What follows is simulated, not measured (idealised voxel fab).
Name of the process module below: voxel self aligned contacts
It is cross-section cut that appears here, measuring 215 nm in width, its square cells being 5 nm in size.
Cross-sections here: square-cell grids, written as top-down lists of bands, a band being one or more rows of cells. Heads up on the band format: heights come first, top then bottom, in nm. After that it's the materials left to right, each with its width in nm. A single material flagged "all across" fills the whole band edge to edge, and "blank" means there's empty space there. A quick word on heights: they are counted from 0, and under that level the wafer as it came to us is one material throughout. The lowest band is different from the rest in having no bottom; it simply continues downward, written as in "from 0 down". Per-row width for "30 to 40": begins at first number (top row of band), ends at second number (bottom row), increment between rows held constant. Step marked "left unchanged"? Then no cell in the cross-section changed in it. The entry "Closed voids list" lists the empty spaces that cover at least 8 cells and have no open path to the top. Each is written as width x height at distance, where the distance is measured from the left edge and all three values are in nm. after a step's settings: what the simulator itself notes on the step. The setting "overlay nm" may be written on the line of a step. When the step uses a mask, the value reports how far to the right of the planned place the mask lay, and a negative value reports that it lay to the left.

## Process steps foreseen in the plan
1,RECEIVE [material Si]
2,CONFORMAL_DEP [material SiO2] [thk nm 5]
3,DIRECTIONAL_DEP [material polySi] [thk nm 30]
4,DIRECTIONAL_DEP [material SiN] [thk nm 15]
5,DIRECTIONAL_DEP [material aC] [thk nm 15]
6,PATTERN [tone cover] [mask id GATE] [material resist] [width nm 35] [pitch nm 60] [thk nm 30] [overlay nm 0]
7,DIRECTIONAL_ETCH [etch materials aC] [depth nm 15]
8,STRIP [etch materials resist]
9,DIRECTIONAL_ETCH [etch materials SiN] [depth nm 15]
10,DIRECTIONAL_ETCH [etch materials polySi] [depth nm 30]
11,STRIP [etch materials aC]
12,CONFORMAL_DEP [material SiN] [thk nm 5]
13,DIRECTIONAL_ETCH [etch materials SiN] [depth nm 5]
14,FILL_DEP [material SiO2] [thk nm 20]
15,CMP [height nm 60]
16,PATTERN [tone open] [mask id CONTACT] [material resist] [width nm 45] [thk nm 20] [overlay nm 0]
17,DIRECTIONAL_ETCH [etch materials SiO2] [depth nm 60]
18,STRIP [etch materials resist]
19,CONFORMAL_DEP [material TiN] [thk nm 5]
20,FILL_DEP [material W] [thk nm 5]
21,CMP [height nm 60]
22,CONFORMAL_DEP [material SiN] [thk nm 5]

## Cross-section of the wafer upon arrival, representing the state reached after step 1
* from 0 down  Si all across
* Closed voids list: none

## Cross-sectional view of the first of the two wafers upon completion of the module, processed in accordance with the plan
* from 65 to 60  SiN all across
* from 60 to 50  85 of SiO2, 5 to 20 of TiN, 35 to 5 of W, 5 to 20 of TiN, 85 of SiO2
* from 50 to 35  55 of SiO2, 45 of SiN, 5 of TiN, 5 of W, 5 of TiN, 45 of SiN, 55 of SiO2
* from 35 to 5  55 of SiO2, 5 of SiN, 35 of polySi, 5 of SiN, 5 of TiN, 5 of W, 5 of TiN, 5 of SiN, 35 of polySi, 5 of SiN, 55 of SiO2
* from 5 to 0  100 of SiO2, 15 of TiN, 100 of SiO2
* from 0 down  Si all across
* Closed voids list: none

## Cross-section at end of module for the second wafer of two, which matched the first in starting point and plan and differed by one mistake in its processing
* from 65 to 60  SiN all across
* from 60 to 50  80 of SiO2, 5 to 25 of TiN, 45 to 5 of W, 5 to 25 of TiN, 80 of SiO2
* from 50 to 35  55 of SiO2, 45 of SiN, 5 of TiN, 5 of W, 5 of TiN, 45 of SiN, 55 of SiO2
* from 35 to 5  55 of SiO2, 5 of SiN, 35 of polySi, 5 of SiN, 5 of TiN, 5 of W, 5 of TiN, 5 of SiN, 35 of polySi, 5 of SiN, 55 of SiO2
* from 5 to 0  100 of SiO2, 15 of TiN, 100 of SiO2
* from 0 down  Si all across
* Closed voids list: none
In executing the process, a mistake was made relative to the plan: the process deviated at step 16: the operation and settings actually run there were PATTERN [tone open] [mask id CONTACT] [material resist] [width nm 55] [thk nm 20] [overlay nm 0]
In the final state, the cell counts of the second wafer exceed or fall short of those of the first for the following materials: SiO2: 4 fewer | TiN: 2 more | W: 2 more
